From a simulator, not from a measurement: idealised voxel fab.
Module name: voxel double patterning (process module)
FYI the section here is cut, 295 nm wide, cells are 5 nm squares.
We lay out every cross-section as a grid of square cells and spell it out in bands from the top down, where one band means one or more rows of cells.
Each band's line starts with the height of the band's top and of its bottom, in nm. Then come its materials from left to right, each with its width in nm. One material with "throughout" fills the band from edge to edge. "blank" is empty space.
Counting heights begins at 0, where everything beneath is, in the wafer as received, one material. The lowest band has no bottom; it goes on downwards, as "z 0 and below" shows.
Quick explanation for "30..40": the width changes in equal steps down the rows of cells, from the first number in the band's top row to the second number in its bottom row.
Step note "all unchanged" = no cross-section cell changed.
Heads up: "Sealed void inventory" only lists the empty pockets with no open path to the top that are 8 cells or more, and it writes them as width x height at distance, distance from the left edge, in nm.
That trailing text on a step's line, after the settings, is the simulator's own remark on the step.
overlay nm: right-of-plan distance of the mask on a masked step; negative values mean left-of-plan.
[Below is the list of planned process steps]
1,RECEIVE with material Si
2,CONFORMAL_DEP with material SiO2, thk nm 10
3,DIRECTIONAL_DEP with material W, thk nm 10
4,DIRECTIONAL_DEP with material SiN, thk nm 5
5,MASKED_ETCH with tone open, mask id FIRST, width nm 15, pitch nm 50, etch materials SiN, depth nm 5, overlay nm 0
6,DIRECTIONAL_DEP with material aC, thk nm 10
7,PATTERN with tone open, mask id SECOND, material resist, width nm 15, pitch nm 50, thk nm 25, overlay nm 0
8,DIRECTIONAL_ETCH with etch materials aC, depth nm 10
9,STRIP with etch materials resist
10,DIRECTIONAL_ETCH with etch materials SiN, depth nm 5
11,STRIP with etch materials aC
12,DIRECTIONAL_ETCH with etch materials W, depth nm 10
13,STRIP with etch materials SiN
[Incoming wafer, cross-sectional view, post step 1]
* z 0 and below  Si throughout
* Sealed void inventory: none
[Starting structure and process plan are as shown above, but one mistake was made in running the module; the wafer cross-section at the end of the module follows]
* z 20 to 10  90 nm W, then 15 nm blank, then 15 nm W, then 15 nm blank, then 5 nm W, then 15 nm blank, then 15 nm W, then 15 nm blank, then 5 nm W, then 15 nm blank, then 90 nm W
* z 10 to 0  SiO2 throughout
* z 0 and below  Si throughout
* Sealed void inventory: none
So what did we get wrong on this run? step 7: run off-plan, actual operation and settings PATTERN with tone open, mask id SECOND, material resist, width nm 15, pitch nm 50, thk nm 25, overlay nm 5
